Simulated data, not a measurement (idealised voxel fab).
Process module heading - voxel plated lines
Cross-section cut: width 245 nm, square cells of 5 nm.
Heads up, the way a cross-section reads in here is a grid of square cells, handed over as bands from the top down, with every band being one or more rows of cells. What a band's entry tells you: where the top is and where the bottom is, as heights in nm, and after that what lies inside, material by material from left to right, each with its width in nm. Empty space is written as the word "blank", and a single material marked with the word "throughout" occupies the band from edge to edge. Heights are reckoned from 0. Under this level, the received wafer is all of one material. The bottommost band is open-ended downward, for example "0 -> down". The width entry "30->40" should be interpreted row by row: the top row of cells in the band takes the first number, the bottom row takes the second number, and the change between adjacent rows is uniform throughout. Basically "remained unchanged" means that step didn't change any cell in the cross-section. Basically, "Closed internal voids" tells you about the enclosed voids: empty spaces with no open way to the top, 8 cells or bigger, each written width x height at distance, where distance is from the left edge, all in nm. after a step's settings: what the simulator itself notes on the step. overlay nm: right-of-plan distance of the mask on a masked step; negative values mean left-of-plan.
## Intended process steps
| 1 | RECEIVE,material Si |
| 2 | CONFORMAL_DEP,material SiO2,thk nm 10 |
| 3 | DIRECTIONAL_DEP,material TiN,thk nm 5 |
| 4 | PATTERN,tone open,mask id LINES,material resist,width nm 25,pitch nm 55,thk nm 15,overlay nm 0 |
| 5 | EPI,material Ru,thk nm 10 |
| 6 | STRIP,etch materials resist |
| 7 | DIRECTIONAL_ETCH,etch materials TiN,depth nm 5 |
| 8 | CONFORMAL_DEP,material SiCN,thk nm 10 |
## Received-state cross-section, reflecting completion of step 1
  0 -> down  Si throughout
  Closed internal voids: none
## Cross-section taken at module completion on the first of two wafers; processed per the plan
  35 -> 25  70 blank, then 45 SiCN, then 10 blank, then 45 SiCN, then 75 blank
  25 -> 20  70 blank, then 10 SiCN, then 25 Ru, then 10 SiCN, then 10 blank, then 10 SiCN, then 25 Ru, then 10 SiCN, then 75 blank
  20 -> 15  80 SiCN, then 25 Ru, then 30 SiCN, then 25 Ru, then 85 SiCN
  15 -> 10  80 SiCN, then 25 TiN, then 30 SiCN, then 25 TiN, then 85 SiCN
  10 -> 0  SiO2 throughout
  0 -> down  Si throughout
  Closed internal voids: none
## Wafer two (of two), end-of-module cross-section: start = wafer one, plan = wafer one, one run mistake
  25 -> 15  80 blank, then 25 Ru, then 30 blank, then 25 Ru, then 85 blank
  15 -> 10  80 blank, then 25 TiN, then 30 blank, then 25 TiN, then 85 blank
  10 -> 0  SiO2 throughout
  0 -> down  Si throughout
  Closed internal voids: none
Here's what went sideways: plan step 8 never ran because it was skipped
The final cell counts differ between the wafers, with the second having more or fewer of some materials than the first: -122 SiCN
